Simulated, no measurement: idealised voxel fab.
Herein follows the process module entitled voxel trench capacitor.
Section cut is 265 nm wide and gridded with 5 nm square cells.
Bands, listed from the top down, are how a cross-section gets written in this document; the cross-section itself is a grid of square cells, and a band is one or more rows of them. Heads up on the band format: heights come first, top then bottom, in nm. After that it's the materials left to right, each with its width in nm. A single material flagged "edge to edge" fills the whole band edge to edge, and "blank" means there's empty space there. We count height from 0. Below that, the starting wafer is all one material. The lowest band never ends at the bottom but goes on down; see "top 0, no bottom" for how that is written. Width: "30->40" (first number = top row, second number = bottom row, same change from row to row of cells). Key: "no modifications" - step with no changed cell in the cross-section. You'll see "Unvented internal voids" listing empty spaces that have no way open to the top, as long as they're 8 cells or more; the notation is width x height at distance, where the distance is from the left edge, and all of it is in nm. Whatever follows a step's settings on its line is a remark the simulator itself makes about that step. "overlay nm" denotes, for a step that has a mask, the displacement of the mask to the right of its planned place, with negative values corresponding to the left.

# Here's what the planned process steps look like
step 1: RECEIVE: material Si
step 2: CONFORMAL_DEP: material SiN, thk nm 5
step 3: DIRECTIONAL_DEP: material aC, thk nm 10
step 4: PATTERN: tone open, mask id TRENCH, material resist, width nm 20, pitch nm 60, thk nm 30, overlay nm 0
step 5: DIRECTIONAL_ETCH: etch materials aC, depth nm 10
step 6: STRIP: etch materials resist
step 7: DIRECTIONAL_ETCH: etch materials SiN, depth nm 5
step 8: DIRECTIONAL_ETCH: etch materials Si, depth nm 40
step 9: STRIP: etch materials aC
step 10: CONFORMAL_DEP: material HfO2, thk nm 5
step 11: CONFORMAL_DEP: material TiN, thk nm 5
step 12: FILL_DEP: material W, thk nm 5
step 13: CMP: height nm 5
Across this set of wafers, the varied parameter is the width nm of step 4. Starting conditions are identical for every wafer, and the plan reports the value assigned to the first wafer.

# Sectional view: first of several wafers, as received, after step 1
* top 0, no bottom | Si edge to edge
* Unvented internal voids: none

# Note: the following table is arranged by wafer, a row apiece. Each row reports the end-of-module state: per material, cells gained (+) or cells lost (-) compared with the wafer as received; closed voids follow
width nm 20 | +40 HfO2 | -64 Si | +45 SiN | +32 TiN | Unvented internal voids: none
width nm 25 | +42 HfO2 | -80 Si | +43 SiN | +34 TiN | +14 W | Unvented internal voids: none
width nm 30 | +44 HfO2 | -96 Si | +41 SiN | +36 TiN | +28 W | Unvented internal voids: none
width nm 35 | +46 HfO2 | -112 Si | +39 SiN | +38 TiN | +42 W | Unvented internal voids: none
width nm 40 | +48 HfO2 | -128 Si | +37 SiN | +40 TiN | +56 W | Unvented internal voids: none
width nm 45 | +50 HfO2 | -144 Si | +35 SiN | +42 TiN | +70 W | Unvented internal voids: none
